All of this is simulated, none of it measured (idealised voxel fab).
Module name: voxel self aligned vias (process module)
This is section cut - it's 235 nm across, gridded in 5 nm square cells.
This document writes a cross-section as a grid whose cells are square, and gives it as bands, listed from the top down; one or more rows of cells form a band. This entry defines a band. It first specifies the height of the band's top and the height of its bottom in nm, and then specifies the band's materials from left to right, stating each material with its width in nm. The word "full width" identifies a single material that fills the band from edge to edge, while the word "empty" identifies empty space. It should be noted that heights are counted from 0, beneath which the wafer as supplied is of one material throughout, and that the lowest band possesses no lower boundary but continues downward, as written in "0 down". The expression "30->40" gives the width at the extremes of the band, the first number at its top row of cells and the second at its bottom row, with the width changing by equal amounts from each row to the next in between. Reading "no change occurred" for a step: not a cell of the cross-section changed in it. Entry "Entrapped void list". Content: empty spaces with no open connection to the top, size 8 cells or greater. Each: width x height at distance. Distance: from left edge. Unit: nm. What comes after the settings on a step's line is commentary from the simulator itself on that step. "overlay nm", when on a step's line for a step with a mask, measures how far to the right of its planned place the mask lay; a negative measure means to the left.

## Below is the list of planned process steps
1. RECEIVE [material Si]
2. CONFORMAL_DEP [material SiO2] [thk nm 15]
3. CONFORMAL_DEP [material SiCN] [thk nm 5]
4. DIRECTIONAL_DEP [material SiO2] [thk nm 30]
5. MASKED_ETCH [tone open] [mask id LINES] [width nm 30] [pitch nm 70] [etch materials SiO2] [depth nm 30] [overlay nm 0]
6. CONFORMAL_DEP [material TiN] [thk nm 5]
7. FILL_DEP [material W] [thk nm 10]
8. CMP [height nm 50]
9. SELECTIVE_ETCH [etch materials W Ru TiN] [depth nm 10]
10. FILL_DEP [material SiN] [thk nm 5]
11. CMP [height nm 50]
12. DIRECTIONAL_DEP [material SiO2] [thk nm 20]
13. PATTERN [tone open] [mask id VIAS] [material resist] [width nm 50] [pitch nm 140] [thk nm 20] [overlay nm 0]
14. DIRECTIONAL_ETCH [etch materials SiO2] [depth nm 20]
15. DIRECTIONAL_ETCH [etch materials SiN] [depth nm 10]
16. STRIP [etch materials resist]
17. CONFORMAL_DEP [material TiN] [thk nm 5]
18. FILL_DEP [material W] [thk nm 10]
19. CMP [height nm 70]
20. CONFORMAL_DEP [material SiN] [thk nm 5]

## Incoming wafer in cross-section (state: after step 1)
- 0 down | Si full width
- Entrapped void list: none

## First of two wafers at the end of the module, shown in cross-section; run carried out as planned
- 75 to 70 | SiN full width
- 70 to 55 | 20 SiO2, then 5 TiN, then 40 W, then 5 TiN, then 90 SiO2, then 5 TiN, then 40 W, then 5 TiN, then 25 SiO2
- 55 to 50 | 20 SiO2, then 15 TiN, then 20 W, then 15 TiN, then 90 SiO2, then 15 TiN, then 20 W, then 15 TiN, then 25 SiO2
- 50 to 45 | 30 SiO2, then 5 TiN, then 20 W, then 5 TiN, then 40 SiO2, then 30 SiN, then 40 SiO2, then 5 TiN, then 20 W, then 5 TiN, then 35 SiO2
- 45 to 40 | 30 SiO2, then 30 TiN, then 40 SiO2, then 30 SiN, then 40 SiO2, then 30 TiN, then 35 SiO2
- 40 to 25 | 30 SiO2, then 5 TiN, then 20 W, then 5 TiN, then 40 SiO2, then 5 TiN, then 20 W, then 5 TiN, then 40 SiO2, then 5 TiN, then 20 W, then 5 TiN, then 35 SiO2
- 25 to 20 | 30 SiO2, then 30 TiN, then 40 SiO2, then 30 TiN, then 40 SiO2, then 30 TiN, then 35 SiO2
- 20 to 15 | SiCN full width
- 15 to 0 | SiO2 full width
- 0 down | Si full width
- Entrapped void list: none

## So this is wafer number two of the two, cut at the end of the module - it started where the first did and had the same plan, we just got one thing wrong running it
- 75 to 70 | SiN full width
- 70 to 55 | 20 SiO2, then 5 TiN, then 40 W, then 5 TiN, then 90 SiO2, then 5 TiN, then 40 W, then 5 TiN, then 25 SiO2
- 55 to 50 | 20 SiO2, then 10 TiN, then 30 W, then 10 TiN, then 90 SiO2, then 10 TiN, then 30 W, then 10 TiN, then 25 SiO2
- 50 to 45 | 25 SiO2, then 5 TiN, then 30 W, then 5 TiN, then 30 SiO2, then 40 SiN, then 30 SiO2, then 5 TiN, then 30 W, then 5 TiN, then 30 SiO2
- 45 to 40 | 25 SiO2, then 40 TiN, then 30 SiO2, then 40 SiN, then 30 SiO2, then 40 TiN, then 30 SiO2
- 40 to 25 | 25 SiO2, then 5 TiN, then 30 W, then 5 TiN, then 30 SiO2, then 5 TiN, then 30 W, then 5 TiN, then 30 SiO2, then 5 TiN, then 30 W, then 5 TiN, then 30 SiO2
- 25 to 20 | 25 SiO2, then 40 TiN, then 30 SiO2, then 40 TiN, then 30 SiO2, then 40 TiN, then 30 SiO2
- 20 to 15 | SiCN full width
- 15 to 0 | SiO2 full width
- 0 down | Si full width
- Entrapped void list: none
what went wrong: off-plan run, step 5, actual operation and settings MASKED_ETCH [tone open] [mask id LINES] [width nm 40] [pitch nm 70] [etch materials SiO2] [depth nm 30] [overlay nm 0]
Upon completion, the second wafer contains, in terms of cells, a greater or smaller amount of certain materials than the first wafer: SiN +4 | SiO2 -36 | TiN +6 | W +26
